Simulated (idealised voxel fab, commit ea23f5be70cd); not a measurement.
Process module under the name voxel tone inversion
Section shown: cut. Width: 190 nm. Cell size: 5 nm, square.
Cross-sections here: square-cell grids, written as top-down lists of bands, a band being one or more rows of cells. The entry gives the band's vertical extent as a top height and a bottom height in nm, then its horizontal make-up as materials from left to right, each with a width in nm. "air" stands for empty space; a single material marked "everywhere" fills the band edge to edge. For the purposes of this specification, 0 denotes the height below which the wafer in its as-received condition is composed wholly of one material, and the lowermost band, lacking a lower limit, extends downward without end, as expressed in "from 0 down". Width "30->40": first value at the band's top row of cells, second value at its bottom row, equal change from row to row. "everything unchanged", as given for a step, is the statement that not any cell of the cross-section underwent a change during that step. Entry "Unvented internal voids" = empty spaces >= 8 cells with no open way to the top; each as width x height at distance, distance from left edge, all nm. Post-settings text on a step line: simulator's own remark regarding the step. The line of a step may include "overlay nm". On a step with a mask, this value is how far to the right of its planned place the mask lay. A negative value means the mask lay to the left.
### Planned step list for the process
1) RECEIVE [material Si]
2) CONFORMAL_DEP [material SiN] [thk nm 5]
3) DIRECTIONAL_DEP [material polySi] [thk nm 15]
4) PATTERN [tone cover] [mask id POSTS] [material resist] [width nm 15] [pitch nm 45] [thk nm 25] [overlay nm 0]
5) DIRECTIONAL_ETCH [etch materials polySi] [depth nm 15]
6) STRIP [etch materials resist]
7) FILL_DEP [material SiO2] [thk nm 5]
8) CMP [height nm 20]
9) STRIP [etch materials polySi]
### Delivered wafer in cross-section: state after step 1
- from 0 down = Si everywhere
- Unvented internal voids: none
### Result of the module, cross-sectioned: start per above, plan per above, one error in how it was run
- from 20 to 5 = SiO2 30 nm, then air 15 nm, then SiO2 30 nm, then air 15 nm, then SiO2 30 nm, then air 15 nm, then SiO2 55 nm
- from 5 to 0 = SiN everywhere
- from 0 down = Si everywhere
- Unvented internal voids: none
What went wrong in running the wafer? step 4 did not happen as planned, as run it was PATTERN [tone cover] [mask id POSTS] [material resist] [width nm 15] [pitch nm 45] [thk nm 25] [overlay nm -10]
